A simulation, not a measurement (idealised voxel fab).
This is a process module. Its name is voxel spacer lines.
We display cut, a cross-section 255 nm in width whose square cells are each 5 nm.
A cross-section is a grid of square cells, given in bands from the top down. A band is one or more rows of cells.
Basically the band line says how high the top is and how high the bottom is, in nm, and then what's in it from left to right, every material with its width in nm. Empty space shows up as "empty", and if a single material carries "all across" it runs the full band edge to edge.
Height 0 is the level under which the wafer as received is all one material. The lowest band goes on downwards, as in "0 down".
The width entry "30->40" should be interpreted row by row: the top row of cells in the band takes the first number, the bottom row takes the second number, and the change between adjacent rows is uniform throughout.
"identical to before", as given for a step, is the statement that not any cell of the cross-section underwent a change during that step.
The entry titled "Completely sealed voids" provides the empty spaces that have no open way to the top, restricted to those of 8 cells or more. Each is presented as width x height at distance, the distance being measured from the left edge, with all three in nm.
Anything after a step's settings on that line? It's the simulator's own note about the step.
What "overlay nm" on a step's line means: if the step has a mask, that mask lay this far to the right of its planned place, or, when the value is negative, to the left.
PROCESS STEPS FORESEEN IN THE PLAN
1) RECEIVE (material Si)
2) CONFORMAL_DEP (material Al2O3; thk nm 5)
3) DIRECTIONAL_DEP (material SiN; thk nm 10)
4) DIRECTIONAL_DEP (material aC; thk nm 25)
5) PATTERN (tone cover; mask id MANDREL; material resist; width nm 20; pitch nm 60; thk nm 35; overlay nm 0)
6) DIRECTIONAL_ETCH (etch materials aC; depth nm 25)
7) STRIP (etch materials resist)
8) CONFORMAL_DEP (material SiO2; thk nm 10)
9) DIRECTIONAL_ETCH (etch materials SiO2; depth nm 10)
10) STRIP (etch materials aC)
11) DIRECTIONAL_ETCH (etch materials SiN; depth nm 10)
12) STRIP (etch materials SiO2)
13) FILL_DEP (material SiO2; thk nm 10)
14) CMP (height nm 15)
CROSS-SECTION OF THE WAFER AT RECEIPT, WHICH IS THE CONDITION AFTER STEP 1
> 0 down | Si all across
> Completely sealed voids: none
HERE'S THE WAFER CUT IN CROSS-SECTION AFTER THE MODULE, STARTED AND PLANNED JUST LIKE ABOVE, EXCEPT ONE THING WAS DONE WRONG IN THE RUN
> 15 to 5 | aC: 45 / SiN: 10 / aC: 20 / SiN: 10 / aC: 20 / SiN: 10 / aC: 20 / SiN: 10 / aC: 20 / SiN: 10 / aC: 20 / SiN: 10 / aC: 50
> 5 to 0 | Al2O3 all across
> 0 down | Si all across
> Completely sealed voids: none
So what did we get wrong on this run? step 13 did not happen as planned, as run it was FILL_DEP (material aC; thk nm 10)
